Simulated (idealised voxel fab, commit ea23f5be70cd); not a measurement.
process module | voxel transistor to metal
cross-section cut | 150 nm wide | cells 5 nm
A cross-section is a grid of square cells, given in bands from the top down. A band is one or more rows of cells.
Each band's line starts with the height of the band's top and of its bottom, in nm. Then come its materials from left to right, each with its width in nm. One material with "throughout" fills the band from edge to edge. "air" is empty space.
Height 0 is the level under which the wafer as received is all one material. The lowest band goes on downwards, as in "0 down".
A width such as "30 to 40" changes by the same amount from each row of cells to the next, from the band's top row to its bottom row.
"no change" after a step means that no cell of the cross-section changed.
closed voids: empty space of 8 cells or more with no open way to the top, each as width x height at its distance from the left edge, in nm
after a step's settings: what the simulator itself notes on the step
overlay nm, on a step with a mask: how far to the right of its planned place the mask lay; to the left if negative
Each pair below shows a cross-section before one step and the cross-section after it, down to the lowest band that changed. The line under each pair gives the step between them, with its settings. The pairs can come from different runs of this module on the same starting wafer, so a pair continues from the pair above only where its "before" says so.
before
  115 to 100: aC 25 | air 15 | aC 70 | air 15 | aC 25
  100 to 65: lowk 25 | air 15 | lowk 70 | air 15 | lowk 25
  65 to 60: SiCN 25 | air 15 | SiCN 70 | air 15 | SiCN 25
  60 to 55: SiCN 20 | Ru 25 | SiCN 60 | Ru 25 | SiCN 20
  55 to 30: SiO2 25 | TiN 5 | Cu 5 | TiN 5 | SiO2 70 | TiN 5 | Cu 5 | TiN 5 | SiO2 25
  30 to 25: SiN 25 | TiN 15 | SiN 70 | TiN 15 | SiN 25
  25 to 20: SiO2 25 | TiN 15 | SiO2 70 | TiN 15 | SiO2 25
  20 to 15: TiN 45 | HfO2 15 | TiN 5 | W 20 | TiN 5 | HfO2 15 | TiN 45
  15 to 10: HfO2 50 | SiN 5 | HfO2 5 | TiN 5 | W 20 | TiN 5 | HfO2 5 | SiN 5 | HfO2 50
  10 to 5: SiO2 50 | SiN 5 | HfO2 5 | TiN 5 | W 20 | TiN 5 | HfO2 5 | SiN 5 | SiO2 50
  5 to 0: SiO2 20 | SiN 5 | SiO2 10 | SiGe 15 | SiN 5 | HfO2 5 | TiN 5 | W 20 | TiN 5 | HfO2 5 | SiN 5 | SiGe 15 | SiO2 10 | SiN 5 | SiO2 20
  0 to -5: SiO2 20 | SiN 5 | SiO2 10 | SiGe 15 | SiN 5 | HfO2 5 | TiN 30 | HfO2 5 | SiN 5 | SiGe 15 | SiO2 10 | SiN 5 | SiO2 20
  -5 to -10: SiO2 35 | SiGe 15 | SiO2 5 | HfO2 40 | SiO2 5 | SiGe 15 | SiO2 35
  -10 to -25: SiO2 25 | SiGe 25 | Si 50 | SiGe 25 | SiO2 25
  -25 to -30: SiO2 25 | Si 100 | SiO2 25
  -30 down: Si throughout
  closed voids: none
after
  100 to 65: lowk 25 | air 15 | lowk 70 | air 15 | lowk 25
  below 65: unchanged
  closed voids: none
the step between: op STRIP | etch materials aC
before: the cross-section after the pair above
after
  105 to 100: TiN 30 | air 5 | TiN 80 | air 5 | TiN 30
  100 to 65: lowk 25 | TiN 5 | air 5 | TiN 5 | lowk 70 | TiN 5 | air 5 | TiN 5 | lowk 25
  65 to 60: SiCN 25 | TiN 15 | SiCN 70 | TiN 15 | SiCN 25
  below 60: unchanged
  closed voids: none
the step between: op CONFORMAL_DEP | material TiN | thk nm 5
before: the cross-section after the pair above
after
  110 to 105: Cu throughout
  105 to 100: TiN 30 | Cu 5 | TiN 80 | Cu 5 | TiN 30
  100 to 65: lowk 25 | TiN 5 | Cu 5 | TiN 5 | lowk 70 | TiN 5 | Cu 5 | TiN 5 | lowk 25
  below 65: unchanged
  closed voids: none
the step between: op FILL_DEP | material Cu | thk nm 5
before: the cross-section after the pair above
after
  100 to 65: lowk 25 | TiN 5 | Cu 5 | TiN 5 | lowk 70 | TiN 5 | Cu 5 | TiN 5 | lowk 25
  below 65: unchanged
  closed voids: none
the step between: op CMP | height nm 100
before: the cross-section after the pair above
after
  105 to 100: SiCN throughout
  below 100: unchanged
  closed voids: none
the step between: op CONFORMAL_DEP | material SiCN | thk nm 5
before
  30 to 15: aC throughout
  15 to 0: SiN throughout
  0 to -5: SiO2 throughout
  -5 down: Si throughout
  closed voids: none
after
  60 to 30: air 25 | resist 105 | air 20
  below 30: unchanged
  closed voids: none
the step between: op PATTERN | tone cover | mask id ACTIVE | material resist | width nm 105 | thk nm 30 | overlay nm 0
before: the cross-section after the pair above
after
  45 to 30: air 25 | resist 105 | air 20
  30 to 15: air 25 | aC 105 | air 20
  below 15: unchanged
  closed voids: none
the step between: op DIRECTIONAL_ETCH | etch materials aC | depth nm 15
before: the cross-section after the pair above
after
  30 to 15: air 25 | aC 105 | air 20
  below 15: unchanged
  closed voids: none
the step between: op STRIP | etch materials resist
before: the cross-section after the pair above
after
  30 to 15: air 25 | aC 105 | air 20
  15 to 0: air 25 | SiN 105 | air 20
  below 0: unchanged
  closed voids: none
the step between: op DIRECTIONAL_ETCH | etch materials SiN | depth nm 15
before: the cross-section after the pair above
after
  30 to 15: air 25 | aC 105 | air 20
  15 to 0: air 25 | SiN 105 | air 20
  0 to -5: air 25 | SiO2 105 | air 20
  below -5: unchanged
  closed voids: none
the step between: op DIRECTIONAL_ETCH | etch materials SiO2 | depth nm 5
before: the cross-section after the pair above
after
  30 to 15: air 25 | aC 105 | air 20
  15 to 0: air 25 | SiN 105 | air 20
  0 to -5: air 25 | SiO2 105 | air 20
  -5 to -25: air 25 | Si 105 | air 20
  below -25: unchanged
  closed voids: none
the step between: op DIRECTIONAL_ETCH | etch materials Si | depth nm 20
before: the cross-section after the pair above
after
  15 to 0: air 25 | SiN 105 | air 20
  below 0: unchanged
  closed voids: none
the step between: op STRIP | etch materials aC
before: the cross-section after the pair above
after
  15 to 0: air 25 | SiN 105 | air 20
  0 to -5: air 25 | SiO2 105 | air 20
  -5 to -25: air 25 | SiO2 5 | Si 95 | SiO2 5 | air 20
  -25 to -30: SiO2 30 | Si 95 | SiO2 25
  below -30: unchanged
  closed voids: none
the step between: op OXIDIZE | depth nm 5
before: the cross-section after the pair above
after
  25 to 15: SiO2 throughout
  15 to 0: SiO2 25 | SiN 105 | SiO2 20
  0 to -5: SiO2 throughout
  -5 to -30: SiO2 30 | Si 95 | SiO2 25
  below -30: unchanged
  closed voids: none
the step between: op FILL_DEP | material SiO2 | thk nm 10
before: the cross-section after the pair above
after
  15 to 0: SiO2 25 | SiN 105 | SiO2 20
  below 0: unchanged
  closed voids: none
the step between: op CMP | height nm 15
before: the cross-section after the pair above
after
  15 to 10: air 25 | SiN 105 | air 20
  below 10: unchanged
  closed voids: none
the step between: op SELECTIVE_ETCH | etch materials SiO2 | depth nm 5
before: the cross-section after the pair above
after
  10 to 0: SiO2 25 | air 105 | SiO2 20
  below 0: unchanged
  closed voids: none
the step between: op STRIP | etch materials SiN
before: the cross-section after the pair above
after
  5 to -5: SiO2 20 | air 115 | SiO2 15
  below -5: unchanged
  closed voids: none
the step between: op SELECTIVE_ETCH | etch materials SiO2 | depth nm 5
before: the cross-section after the pair above
after
  5 to -5: SiO2 20 | air 115 | SiO2 15
  -5 to -10: SiO2 throughout
  below -10: unchanged
  closed voids: none
the step between: op OXIDIZE | depth nm 5
before: the cross-section after the pair above
after
  25 to 15: polySi 20 | air 115 | polySi 15
  15 to 5: polySi throughout
  5 to -5: SiO2 20 | polySi 115 | SiO2 15
  below -5: unchanged
  closed voids: none
the step between: op DIRECTIONAL_DEP | material polySi | thk nm 20
before: the cross-section after the pair above
after
  35 to 25: SiCN 20 | air 115 | SiCN 15
  25 to 15: polySi 20 | SiCN 115 | polySi 15
  below 15: unchanged
  closed voids: none
the step between: op DIRECTIONAL_DEP | material SiCN | thk nm 10
before: the cross-section after the pair above
after
  50 to 40: aC 20 | air 115 | aC 15
  40 to 35: aC throughout
  35 to 25: SiCN 20 | aC 115 | SiCN 15
  below 25: unchanged
  closed voids: none
the step between: op DIRECTIONAL_DEP | material aC | thk nm 15
before: the cross-section after the pair above
after
  85 to 50: air 60 | resist 30 | air 60
  50 to 40: aC 20 | air 40 | resist 30 | air 45 | aC 15
  below 40: unchanged
  closed voids: none
the step between: op PATTERN | tone cover | mask id GATE | material resist | width nm 30 | thk nm 35 | overlay nm 0
before: the cross-section after the pair above
after
  70 to 40: air 60 | resist 30 | air 60
  40 to 35: air 60 | aC 30 | air 60
  35 to 25: SiCN 20 | air 40 | aC 30 | air 45 | SiCN 15
  below 25: unchanged
  closed voids: none
the step between: op DIRECTIONAL_ETCH | etch materials aC | depth nm 15
before: the cross-section after the pair above
after
  40 to 35: air 60 | aC 30 | air 60
  below 35: unchanged
  closed voids: none
the step between: op STRIP | etch materials resist
before: the cross-section after the pair above
after
  40 to 25: air 60 | aC 30 | air 60
  25 to 15: polySi 20 | air 40 | SiCN 30 | air 45 | polySi 15
  below 15: unchanged
  closed voids: none
the step between: op DIRECTIONAL_ETCH | etch materials SiCN | depth nm 20
before: the cross-section after the pair above
after
  40 to 25: air 60 | aC 30 | air 60
  25 to 15: air 60 | SiCN 30 | air 60
  15 to 5: air 60 | polySi 30 | air 60
  5 to -5: SiO2 20 | air 40 | polySi 30 | air 45 | SiO2 15
  below -5: unchanged
  closed voids: none
the step between: op DIRECTIONAL_ETCH | etch materials polySi | depth nm 30
before: the cross-section after the pair above
after
  25 to 15: air 60 | SiCN 30 | air 60
  below 15: unchanged
  closed voids: none
the step between: op STRIP | etch materials aC
before: the cross-section after the pair above
after
  30 to 25: air 55 | SiO2 40 | air 55
  25 to 15: air 55 | SiO2 5 | SiCN 30 | SiO2 5 | air 55
  15 to 10: air 55 | SiO2 5 | polySi 30 | SiO2 5 | air 55
  10 to 0: SiO2 25 | air 30 | SiO2 5 | polySi 30 | SiO2 5 | air 35 | SiO2 20
  0 to -5: SiO2 60 | polySi 30 | SiO2 60
  below -5: unchanged
  closed voids: none
the step between: op CONFORMAL_DEP | material SiO2 | thk nm 5
before: the cross-section after the pair above
after
  25 to 15: air 55 | SiO2 5 | SiCN 30 | SiO2 5 | air 55
  15 to 5: air 55 | SiO2 5 | polySi 30 | SiO2 5 | air 55
  5 to -5: SiO2 25 | air 30 | SiO2 5 | polySi 30 | SiO2 5 | air 35 | SiO2 20
  below -5: unchanged
  closed voids: none
the step between: op DIRECTIONAL_ETCH | etch materials SiO2 | depth nm 5
before: the cross-section after the pair above
after
  30 to 25: air 50 | SiN 50 | air 50
  25 to 15: air 50 | SiN 5 | SiO2 5 | SiCN 30 | SiO2 5 | SiN 5 | air 50
  15 to 10: air 50 | SiN 5 | SiO2 5 | polySi 30 | SiO2 5 | SiN 5 | air 50
  10 to 5: SiN 30 | air 20 | SiN 5 | SiO2 5 | polySi 30 | SiO2 5 | SiN 5 | air 25 | SiN 25
  5 to 0: SiO2 25 | SiN 5 | air 20 | SiN 5 | SiO2 5 | polySi 30 | SiO2 5 | SiN 5 | air 25 | SiN 5 | SiO2 20
  0 to -5: SiO2 25 | SiN 30 | SiO2 5 | polySi 30 | SiO2 5 | SiN 35 | SiO2 20
  below -5: unchanged
  closed voids: none
the step between: op CONFORMAL_DEP | material SiN | thk nm 5
before: the cross-section after the pair above
after
  25 to 15: air 50 | SiN 5 | SiO2 5 | SiCN 30 | SiO2 5 | SiN 5 | air 50
  15 to 5: air 50 | SiN 5 | SiO2 5 | polySi 30 | SiO2 5 | SiN 5 | air 50
  5 to -5: SiO2 25 | SiN 5 | air 20 | SiN 5 | SiO2 5 | polySi 30 | SiO2 5 | SiN 5 | air 25 | SiN 5 | SiO2 20
  below -5: unchanged
  closed voids: none
the step between: op DIRECTIONAL_ETCH | etch materials SiN | depth nm 5
before: the cross-section after the pair above
after
  25 to 20: air 50 | SiN 5 | air 5 | SiCN 30 | air 5 | SiN 5 | air 50
  20 to 15: air 50 | SiN 5 | SiO2 5 | SiCN 30 | SiO2 5 | SiN 5 | air 50
  15 to 5: air 50 | SiN 5 | SiO2 5 | polySi 30 | SiO2 5 | SiN 5 | air 50
  5 to 0: air 25 | SiN 5 | air 20 | SiN 5 | SiO2 5 | polySi 30 | SiO2 5 | SiN 5 | air 25 | SiN 5 | air 20
  0 to -5: SiO2 25 | SiN 5 | air 20 | SiN 5 | SiO2 5 | polySi 30 | SiO2 5 | SiN 5 | air 25 | SiN 5 | SiO2 20
  -5 to -10: SiO2 30 | air 20 | SiO2 50 | air 25 | SiO2 25
  below -10: unchanged
  closed voids: none
the step between: op DIRECTIONAL_ETCH | etch materials SiO2 | depth nm 5
before: the cross-section after the pair above
after
  25 to 20: air 50 | SiN 5 | air 5 | SiCN 30 | air 5 | SiN 5 | air 50
  20 to 15: air 50 | SiN 5 | SiO2 5 | SiCN 30 | SiO2 5 | SiN 5 | air 50
  15 to 5: air 50 | SiN 5 | SiO2 5 | polySi 30 | SiO2 5 | SiN 5 | air 50
  5 to 0: air 25 | SiN 5 | air 20 | SiN 5 | SiO2 5 | polySi 30 | SiO2 5 | SiN 5 | air 25 | SiN 5 | air 20
  0 to -5: SiO2 25 | SiN 5 | air 20 | SiN 5 | SiO2 5 | polySi 30 | SiO2 5 | SiN 5 | air 25 | SiN 5 | SiO2 20
  -5 to -10: SiO2 30 | air 20 | SiO2 50 | air 25 | SiO2 25
  -10 to -25: SiO2 30 | air 20 | Si 50 | air 25 | SiO2 25
  below -25: unchanged
  closed voids: none
the step between: op DIRECTIONAL_ETCH | etch materials Si | depth nm 15
before: the cross-section after the pair above
after
  25 to 20: air 50 | SiN 5 | air 5 | SiCN 30 | air 5 | SiN 5 | air 50
  20 to 15: air 50 | SiN 5 | SiO2 5 | SiCN 30 | SiO2 5 | SiN 5 | air 50
  15 to 5: air 50 | SiN 5 | SiO2 5 | polySi 30 | SiO2 5 | SiN 5 | air 50
  5 to 0: air 25 | SiN 5 | air 5 | SiGe 15 | SiN 5 | SiO2 5 | polySi 30 | SiO2 5 | SiN 5 | SiGe 15 | air 10 | SiN 5 | air 20
  0 to -5: SiO2 25 | SiN 5 | air 5 | SiGe 15 | SiN 5 | SiO2 5 | polySi 30 | SiO2 5 | SiN 5 | SiGe 15 | air 10 | SiN 5 | SiO2 20
  -5 to -10: SiO2 30 | air 5 | SiGe 15 | SiO2 50 | SiGe 15 | air 10 | SiO2 25
  -10 to -25: SiO2 30 | SiGe 20 | Si 50 | SiGe 25 | SiO2 25
  below -25: unchanged
  closed voids: none
the step between: op EPI | material SiGe | thk nm 15
before: the cross-section after the pair above
after
  30 to 25: SiO2 throughout
  25 to 15: SiO2 50 | SiN 5 | SiO2 5 | SiCN 30 | SiO2 5 | SiN 5 | SiO2 50
  15 to 5: SiO2 50 | SiN 5 | SiO2 5 | polySi 30 | SiO2 5 | SiN 5 | SiO2 50
  5 to -5: SiO2 25 | SiN 5 | SiO2 5 | SiGe 15 | SiN 5 | SiO2 5 | polySi 30 | SiO2 5 | SiN 5 | SiGe 15 | SiO2 10 | SiN 5 | SiO2 20
  -5 to -10: SiO2 35 | SiGe 15 | SiO2 50 | SiGe 15 | SiO2 35
  below -10: unchanged
  closed voids: none
the step between: op FILL_DEP | material SiO2 | thk nm 5
before: the cross-section after the pair above
after
  15 to 5: SiO2 50 | SiN 5 | SiO2 5 | polySi 30 | SiO2 5 | SiN 5 | SiO2 50
  below 5: unchanged
  closed voids: none
the step between: op CMP | height nm 15
before: the cross-section after the pair above
after
  15 to 5: SiO2 50 | SiN 5 | SiO2 5 | air 30 | SiO2 5 | SiN 5 | SiO2 50
  5 to -5: SiO2 25 | SiN 5 | SiO2 5 | SiGe 15 | SiN 5 | SiO2 5 | air 30 | SiO2 5 | SiN 5 | SiGe 15 | SiO2 10 | SiN 5 | SiO2 20
  below -5: unchanged
  closed voids: none
the step between: op STRIP | etch materials polySi
before: the cross-section after the pair above
after
  15 to 10: air 50 | SiN 5 | air 40 | SiN 5 | air 50
  10 to 5: SiO2 50 | SiN 5 | air 40 | SiN 5 | SiO2 50
  5 to -5: SiO2 25 | SiN 5 | SiO2 5 | SiGe 15 | SiN 5 | air 40 | SiN 5 | SiGe 15 | SiO2 10 | SiN 5 | SiO2 20
  -5 to -10: SiO2 35 | SiGe 15 | SiO2 5 | air 40 | SiO2 5 | SiGe 15 | SiO2 35
  below -10: unchanged
  closed voids: none
the step between: op SELECTIVE_ETCH | etch materials SiO2 | depth nm 5
before: the cross-section after the pair above
after
  20 to 15: air 45 | HfO2 15 | air 30 | HfO2 15 | air 45
  15 to 10: HfO2 50 | SiN 5 | HfO2 5 | air 30 | HfO2 5 | SiN 5 | HfO2 50
  10 to 5: SiO2 50 | SiN 5 | HfO2 5 | air 30 | HfO2 5 | SiN 5 | SiO2 50
  5 to -5: SiO2 25 | SiN 5 | SiO2 5 | SiGe 15 | SiN 5 | HfO2 5 | air 30 | HfO2 5 | SiN 5 | SiGe 15 | SiO2 10 | SiN 5 | SiO2 20
  -5 to -10: SiO2 35 | SiGe 15 | SiO2 5 | HfO2 40 | SiO2 5 | SiGe 15 | SiO2 35
  below -10: unchanged
  closed voids: none
the step between: op CONFORMAL_DEP | material HfO2 | thk nm 5
before: the cross-section after the pair above
after
  25 to 20: air 40 | TiN 25 | air 20 | TiN 25 | air 40
  20 to 15: TiN 45 | HfO2 15 | TiN 5 | air 20 | TiN 5 | HfO2 15 | TiN 45
  15 to 10: HfO2 50 | SiN 5 | HfO2 5 | TiN 5 | air 20 | TiN 5 | HfO2 5 | SiN 5 | HfO2 50
  10 to 5: SiO2 50 | SiN 5 | HfO2 5 | TiN 5 | air 20 | TiN 5 | HfO2 5 | SiN 5 | SiO2 50
  5 to 0: SiO2 25 | SiN 5 | SiO2 5 | SiGe 15 | SiN 5 | HfO2 5 | TiN 5 | air 20 | TiN 5 | HfO2 5 | SiN 5 | SiGe 15 | SiO2 10 | SiN 5 | SiO2 20
  0 to -5: SiO2 25 | SiN 5 | SiO2 5 | SiGe 15 | SiN 5 | HfO2 5 | TiN 30 | HfO2 5 | SiN 5 | SiGe 15 | SiO2 10 | SiN 5 | SiO2 20
  below -5: unchanged
  closed voids: none
the step between: op CONFORMAL_DEP | material TiN | thk nm 5
before: the cross-section after the pair above
after
  30 to 25: W throughout
  25 to 20: W 40 | TiN 25 | W 20 | TiN 25 | W 40
  20 to 15: TiN 45 | HfO2 15 | TiN 5 | W 20 | TiN 5 | HfO2 15 | TiN 45
  15 to 10: HfO2 50 | SiN 5 | HfO2 5 | TiN 5 | W 20 | TiN 5 | HfO2 5 | SiN 5 | HfO2 50
  10 to 5: SiO2 50 | SiN 5 | HfO2 5 | TiN 5 | W 20 | TiN 5 | HfO2 5 | SiN 5 | SiO2 50
  5 to 0: SiO2 25 | SiN 5 | SiO2 5 | SiGe 15 | SiN 5 | HfO2 5 | TiN 5 | W 20 | TiN 5 | HfO2 5 | SiN 5 | SiGe 15 | SiO2 10 | SiN 5 | SiO2 20
  below 0: unchanged
  closed voids: none
the step between: op FILL_DEP | material W | thk nm 5
before: the cross-section after the pair above
after
  10 to 5: SiO2 50 | SiN 5 | HfO2 5 | TiN 5 | W 20 | TiN 5 | HfO2 5 | SiN 5 | SiO2 50
  below 5: unchanged
  closed voids: none
the step between: op CMP | height nm 10
before: the cross-section after the pair above
after
  25 to 10: SiO2 throughout
  below 10: unchanged
  closed voids: none
the step between: op DIRECTIONAL_DEP | material SiO2 | thk nm 15
before: the cross-section after the pair above
after
  45 to 25: resist 25 | air 15 | resist 70 | air 15 | resist 25
  below 25: unchanged
  closed voids: none
the step between: op PATTERN | tone open | mask id CONTACT | material resist | width nm 15 | pitch nm 85 | thk nm 20 | overlay nm 0
before: the cross-section after the pair above
after
  45 to 25: resist 25 | air 15 | resist 70 | air 15 | resist 25
  25 to 10: SiO2 25 | air 15 | SiO2 70 | air 15 | SiO2 25
  10 to 5: SiO2 25 | air 15 | SiO2 10 | SiN 5 | HfO2 5 | TiN 5 | W 20 | TiN 5 | HfO2 5 | SiN 5 | SiO2 10 | air 15 | SiO2 25
  5 to 0: SiO2 25 | SiN 5 | air 5 | SiGe 15 | SiN 5 | HfO2 5 | TiN 5 | W 20 | TiN 5 | HfO2 5 | SiN 5 | SiGe 15 | air 10 | SiN 5 | SiO2 20
  0 to -5: SiO2 25 | SiN 5 | air 5 | SiGe 15 | SiN 5 | HfO2 5 | TiN 30 | HfO2 5 | SiN 5 | SiGe 15 | air 10 | SiN 5 | SiO2 20
  -5 to -10: SiO2 30 | air 5 | SiGe 15 | SiO2 5 | HfO2 40 | SiO2 5 | SiGe 15 | air 10 | SiO2 25
  below -10: unchanged
  closed voids: none
the step between: op DIRECTIONAL_ETCH | etch materials SiO2 | depth nm 35
before: the cross-section after the pair above
after
  25 to 10: SiO2 25 | air 15 | SiO2 70 | air 15 | SiO2 25
  below 10: unchanged
  closed voids: none
the step between: op STRIP | etch materials resist
before: the cross-section after the pair above
after
  30 to 25: TiN 30 | air 5 | TiN 80 | air 5 | TiN 30
  25 to 10: SiO2 25 | TiN 5 | air 5 | TiN 5 | SiO2 70 | TiN 5 | air 5 | TiN 5 | SiO2 25
  10 to 5: SiO2 25 | TiN 15 | SiO2 10 | SiN 5 | HfO2 5 | TiN 5 | W 20 | TiN 5 | HfO2 5 | SiN 5 | SiO2 10 | TiN 15 | SiO2 25
  5 to 0: SiO2 25 | SiN 5 | TiN 5 | SiGe 15 | SiN 5 | HfO2 5 | TiN 5 | W 20 | TiN 5 | HfO2 5 | SiN 5 | SiGe 15 | TiN 10 | SiN 5 | SiO2 20
  0 to -5: SiO2 25 | SiN 5 | TiN 5 | SiGe 15 | SiN 5 | HfO2 5 | TiN 30 | HfO2 5 | SiN 5 | SiGe 15 | TiN 10 | SiN 5 | SiO2 20
  -5 to -10: SiO2 30 | TiN 5 | SiGe 15 | SiO2 5 | HfO2 40 | SiO2 5 | SiGe 15 | TiN 10 | SiO2 25
  below -10: unchanged
  closed voids: none
the step between: op CONFORMAL_DEP | material TiN | thk nm 5
before: the cross-section after the pair above
after
  40 to 30: W throughout
  30 to 25: TiN 30 | W 5 | TiN 80 | W 5 | TiN 30
  25 to 10: SiO2 25 | TiN 5 | W 5 | TiN 5 | SiO2 70 | TiN 5 | W 5 | TiN 5 | SiO2 25
  below 10: unchanged
  closed voids: none
the step between: op FILL_DEP | material W | thk nm 10
before: the cross-section after the pair above
after
  25 to 10: SiO2 25 | TiN 5 | W 5 | TiN 5 | SiO2 70 | TiN 5 | W 5 | TiN 5 | SiO2 25
  below 10: unchanged
  closed voids: none
the step between: op CMP | height nm 25
before: the cross-section after the pair above
after
  30 to 25: SiN throughout
  below 25: unchanged
  closed voids: none
the step between: op CONFORMAL_DEP | material SiN | thk nm 5
before: the cross-section after the pair above
after
  55 to 30: SiO2 throughout
  below 30: unchanged
  closed voids: none
the step between: op DIRECTIONAL_DEP | material SiO2 | thk nm 25
before: the cross-section after the pair above
after
  70 to 55: resist 25 | air 15 | resist 70 | air 15 | resist 25
  below 55: unchanged
  closed voids: none
the step between: op PATTERN | tone open | mask id METAL_1 | material resist | width nm 15 | pitch nm 85 | thk nm 15 | overlay nm 0
before: the cross-section after the pair above
after
  70 to 55: resist 25 | air 15 | resist 70 | air 15 | resist 25
  55 to 30: SiO2 25 | air 15 | SiO2 70 | air 15 | SiO2 25
  below 30: unchanged
  closed voids: none
the step between: op DIRECTIONAL_ETCH | etch materials SiO2 | depth nm 25
before: the cross-section after the pair above
after
  70 to 55: resist 25 | air 15 | resist 70 | air 15 | resist 25
  55 to 30: SiO2 25 | air 15 | SiO2 70 | air 15 | SiO2 25
  30 to 25: SiN 25 | air 15 | SiN 70 | air 15 | SiN 25
  below 25: unchanged
  closed voids: none
the step between: op DIRECTIONAL_ETCH | etch materials SiN | depth nm 5
before: the cross-section after the pair above
after
  55 to 30: SiO2 25 | air 15 | SiO2 70 | air 15 | SiO2 25
  below 30: unchanged
  closed voids: none
the step between: op STRIP | etch materials resist
before: the cross-section after the pair above
after
  60 to 55: TiN 30 | air 5 | TiN 80 | air 5 | TiN 30
  55 to 30: SiO2 25 | TiN 5 | air 5 | TiN 5 | SiO2 70 | TiN 5 | air 5 | TiN 5 | SiO2 25
  30 to 25: SiN 25 | TiN 15 | SiN 70 | TiN 15 | SiN 25
  below 25: unchanged
  closed voids: none
the step between: op CONFORMAL_DEP | material TiN | thk nm 5
before: the cross-section after the pair above
after
  70 to 60: Cu throughout
  60 to 55: TiN 30 | Cu 5 | TiN 80 | Cu 5 | TiN 30
  55 to 30: SiO2 25 | TiN 5 | Cu 5 | TiN 5 | SiO2 70 | TiN 5 | Cu 5 | TiN 5 | SiO2 25
  below 30: unchanged
  closed voids: none
the step between: op FILL_DEP | material Cu | thk nm 10
before: the cross-section after the pair above
after
  55 to 30: SiO2 25 | TiN 5 | Cu 5 | TiN 5 | SiO2 70 | TiN 5 | Cu 5 | TiN 5 | SiO2 25
  below 30: unchanged
  closed voids: none
the step between: op CMP | height nm 55
before: the cross-section after the pair above
after
  60 to 55: air 20 | Ru 25 | air 60 | Ru 25 | air 20
  below 55: unchanged
  closed voids: none
the step between: op EPI | material Ru | thk nm 5
before: the cross-section after the pair above
after
  65 to 60: SiCN throughout
  60 to 55: SiCN 20 | Ru 25 | SiCN 60 | Ru 25 | SiCN 20
  below 55: unchanged
  closed voids: none
the step between: op FILL_DEP | material SiCN | thk nm 5
before: the cross-section after the pair above
after
  100 to 65: lowk throughout
  below 65: unchanged
  closed voids: none
the step between: op DIRECTIONAL_DEP | material lowk | thk nm 35
before: the cross-section after the pair above
after
  110 to 100: aC throughout
  below 100: unchanged
  closed voids: none
the step between: op DIRECTIONAL_DEP | material aC | thk nm 10
before: the cross-section after the pair above
after
  135 to 110: resist 25 | air 15 | resist 70 | air 15 | resist 25
  below 110: unchanged
  closed voids: none
the step between: op PATTERN | tone open | mask id METAL_2 | material resist | width nm 15 | pitch nm 85 | thk nm 25 | overlay nm 0
before: the cross-section after the pair above
after
  125 to 110: resist 25 | air 15 | resist 70 | air 15 | resist 25
  110 to 100: aC 25 | air 15 | aC 70 | air 15 | aC 25
  below 100: unchanged
  closed voids: none
the step between: op DIRECTIONAL_ETCH | etch materials aC | depth nm 10
before: the cross-section after the pair above
after
  110 to 100: aC 25 | air 15 | aC 70 | air 15 | aC 25
  below 100: unchanged
  closed voids: none
the step between: op STRIP | etch materials resist
before: the cross-section after the pair above
after
  110 to 100: aC 25 | air 15 | aC 70 | air 15 | aC 25
  100 to 80: lowk 25 | air 15 | lowk 70 | air 15 | lowk 25
  below 80: unchanged
  closed voids: none
the step between: op DIRECTIONAL_ETCH | etch materials lowk | depth nm 20
before: the cross-section after the pair above
after
  100 to 80: lowk 25 | air 15 | lowk 70 | air 15 | lowk 25
  below 80: unchanged
  closed voids: none
the step between: op STRIP | etch materials aC
before: the cross-section after the pair above
after
  115 to 100: aC 25 | air 15 | aC 70 | air 15 | aC 25
  100 to 95: lowk 25 | air 15 | lowk 70 | air 15 | lowk 25
  95 to 80: lowk 25 | aC 15 | lowk 70 | aC 15 | lowk 25
  below 80: unchanged
  closed voids: none
the step between: op DIRECTIONAL_DEP | material aC | thk nm 15
before: the cross-section after the pair above
after
  150 to 115: resist 25 | air 15 | resist 70 | air 15 | resist 25
  below 115: unchanged
  closed voids: none
the step between: op PATTERN | tone open | mask id METAL_2_HOLES | material resist | width nm 15 | pitch nm 85 | thk nm 35 | overlay nm 0
before: the cross-section after the pair above
after
  135 to 115: resist 25 | air 15 | resist 70 | air 15 | resist 25
  115 to 100: aC 25 | air 15 | aC 70 | air 15 | aC 25
  100 to 80: lowk 25 | air 15 | lowk 70 | air 15 | lowk 25
  below 80: unchanged
  closed voids: none
the step between: op DIRECTIONAL_ETCH | etch materials aC | depth nm 15
before: the cross-section after the pair above
after
  115 to 100: aC 25 | air 15 | aC 70 | air 15 | aC 25
  below 100: unchanged
  closed voids: none
the step between: op STRIP | etch materials resist
before: the cross-section after the pair above
after
  115 to 100: aC 25 | air 15 | aC 70 | air 15 | aC 25
  100 to 65: lowk 25 | air 15 | lowk 70 | air 15 | lowk 25
  below 65: unchanged
  closed voids: none
the step between: op DIRECTIONAL_ETCH | etch materials lowk | depth nm 15
before: the cross-section after the pair above
after
  115 to 100: aC 25 | air 15 | aC 70 | air 15 | aC 25
  100 to 65: lowk 25 | air 15 | lowk 70 | air 15 | lowk 25
  65 to 60: SiCN 25 | air 15 | SiCN 70 | air 15 | SiCN 25
  below 60: unchanged
  closed voids: none
the step between: op DIRECTIONAL_ETCH | etch materials SiCN | depth nm 5
before: the cross-section after the pair above
after
  100 to 65: lowk 25 | air 15 | lowk 70 | air 15 | lowk 25
  below 65: unchanged
  closed voids: none
the step between: op STRIP | etch materials aC
before: the cross-section after the pair above
after
  105 to 100: TiN 30 | air 5 | TiN 80 | air 5 | TiN 30
  100 to 65: lowk 25 | TiN 5 | air 5 | TiN 5 | lowk 70 | TiN 5 | air 5 | TiN 5 | lowk 25
  65 to 60: SiCN 25 | TiN 15 | SiCN 70 | TiN 15 | SiCN 25
  below 60: unchanged
  closed voids: none
the step between: op CONFORMAL_DEP | material TiN | thk nm 5
before: the cross-section after the pair above
after
  110 to 105: Cu throughout
  105 to 100: TiN 30 | Cu 5 | TiN 80 | Cu 5 | TiN 30
  100 to 65: lowk 25 | TiN 5 | Cu 5 | TiN 5 | lowk 70 | TiN 5 | Cu 5 | TiN 5 | lowk 25
  below 65: unchanged
  closed voids: none
the step between: op FILL_DEP | material Cu | thk nm 5
before: the cross-section after the pair above
after
  100 to 65: lowk 25 | TiN 5 | Cu 5 | TiN 5 | lowk 70 | TiN 5 | Cu 5 | TiN 5 | lowk 25
  below 65: unchanged
  closed voids: none
the step between: op CMP | height nm 100
before: the cross-section after the pair above
after
  105 to 100: SiCN throughout
  below 100: unchanged
  closed voids: none
the step between: op CONFORMAL_DEP | material SiCN | thk nm 5
